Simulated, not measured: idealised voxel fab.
The process module presented herein is designated voxel fin reveal.
The cross-section shown here is cut; it is 250 nm wide and divided into square cells measuring 5 nm on a side.
Square cells in a grid make up a cross-section in this document, and the grid is given as bands, listed from the top down, each one or more rows of cells. Heads up on the band format: heights come first, top then bottom, in nm. After that it's the materials left to right, each with its width in nm. A single material flagged "everywhere" fills the whole band edge to edge, and "empty" means there's empty space there. The reference from which all heights are counted is 0, the level beneath which the as-received wafer is entirely one material; the lowest band, having no lower bound, proceeds downward and is written after the example "0 and below". You'd read "30->40" like this: the band's top row of cells is as wide as the first number, its bottom row is as wide as the second, and going down, every row changes width by the same amount as the row before did. Any step labelled "same as before" changed none of the cells in the cross-section. Under "Voids, enclosed" you'll find the enclosed gaps, the ones with no way out to the top, that are 8 cells or bigger; each reads width x height at distance, with distance counted from the left edge, everything in nm. after a step's settings: what the simulator itself notes on the step. Among the settings permitted on a step's line is "overlay nm"; applied to a step with a mask, it specifies the extent to which the mask lay to the right of its planned position, whereas a negative figure signifies a position to the left.

# Planned step list for the process
- 1: op RECEIVE | material Si
- 2: op CONFORMAL_DEP | material SiN | thk nm 5
- 3: op DIRECTIONAL_DEP | material aC | thk nm 10
- 4: op PATTERN | tone cover | mask id FINS | material resist | width nm 15 | pitch nm 40 | thk nm 25 | overlay nm 0
- 5: op DIRECTIONAL_ETCH | etch materials aC | depth nm 10
- 6: op STRIP | etch materials resist
- 7: op DIRECTIONAL_ETCH | etch materials SiN | depth nm 10
- 8: op DIRECTIONAL_ETCH | etch materials Si | depth nm 40
- 9: op STRIP | etch materials aC
- 10: op OXIDIZE | depth nm 5
- 11: op FILL_DEP | material SiO2 | thk nm 15
- 12: op CMP | height nm 10
- 13: op SELECTIVE_ETCH | etch materials SiO2 | depth nm 20
- 14: op STRIP | etch materials SiN
Be aware that, although all wafers share a common starting state, the thk nm at step 2 differs among them, and the plan displays the first wafer's value.

# Here's the first of the wafers in cross-section, just as we got it, i.e. after step 1
0 and below | Si everywhere
Voids, enclosed: none

# wafer rows; end of module; cells per material since receipt: (+) gained, (-) lost; then closed voids
thk nm 5 | -432 Si | +336 SiO2 | Voids, enclosed: none
thk nm 10 | -432 Si | +336 SiO2 | Voids, enclosed: none
thk nm 15 | not one cell of the cross-section changed | Voids, enclosed: none
thk nm 20 | not one cell of the cross-section changed | Voids, enclosed: none
thk nm 25 | not one cell of the cross-section changed | Voids, enclosed: none
